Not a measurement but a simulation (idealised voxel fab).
Process module heading - voxel spacer lines
FYI the section here is cut, 290 nm wide, cells are 5 nm squares.
In this document a cross-section is written as a grid of square cells. It is given as a series of bands, listed from the top down, and a band is one or more rows of cells.
Each band's line starts with the height of the band's top and of its bottom, in nm. Then come its materials from left to right, each with its width in nm. One material with "throughout" fills the band from edge to edge. "air" is empty space.
Where do heights start? At 0: under that level the wafer as delivered is made of one material only. And the lowest band has no floor; it just carries on downward, as in "from 0 down".
It should be noted that a width expressed as "30..40" varies in equal increments from row to row of cells within the band, taking the value of the first number at the top row and that of the second number at the bottom row.
Any step labelled "no change" changed none of the cells in the cross-section.
Look at "Enclosed empty spaces" for the closed voids: empty spaces with no open path to the top, sized 8 cells or up. Each is width x height at distance, distance from the left edge, all nm.
Whatever follows a step's settings on its line is a remark the simulator itself makes about that step.
You can add "overlay nm" to a step's line. For a step with a mask, it describes how far the mask lay to the right of its planned position, and a negative number describes a lay to the left.

Set out below are the planned steps of the process
- 1: RECEIVE (material Si)
- 2: CONFORMAL_DEP (material Al2O3; thk nm 10)
- 3: DIRECTIONAL_DEP (material W; thk nm 10)
- 4: DIRECTIONAL_DEP (material polySi; thk nm 30)
- 5: PATTERN (tone cover; mask id MANDREL; material resist; width nm 20; pitch nm 60; thk nm 40; overlay nm 0)
- 6: DIRECTIONAL_ETCH (etch materials polySi; depth nm 30)
- 7: STRIP (etch materials resist)
- 8: CONFORMAL_DEP (material SiN; thk nm 10)
- 9: DIRECTIONAL_ETCH (etch materials SiN; depth nm 10)
- 10: STRIP (etch materials polySi)
- 11: DIRECTIONAL_ETCH (etch materials W; depth nm 10)
- 12: STRIP (etch materials SiN)

Wafer as received: cross-section following step 1
* from 0 down | Si throughout
* Enclosed empty spaces: none

Looking at the first of two wafers in cross-section at end of module - ran to plan
* from 20 to 10 | air (95), W (10), air (20), W (10), air (20), W (10), air (20), W (10), air (95)
* from 10 to 0 | Al2O3 throughout
* from 0 down | Si throughout
* Enclosed empty spaces: none

Here's the second of our two wafers sectioned at module end. Same start as the first, same plan, but one mistake got made running it
* from 25 to 15 | air (95), W (10), air (20), W (10), air (20), W (10), air (20), W (10), air (95)
* from 15 to 0 | Al2O3 throughout
* from 0 down | Si throughout
* Enclosed empty spaces: none
Heads up, the wafer didn't run the way we planned it: for step 2, the planned setting was not used; the step was instead run as CONFORMAL_DEP (material Al2O3; thk nm 15)
Heads up, by the end the second wafer has more or fewer cells of some materials compared to the first: 58 more of Al2O3
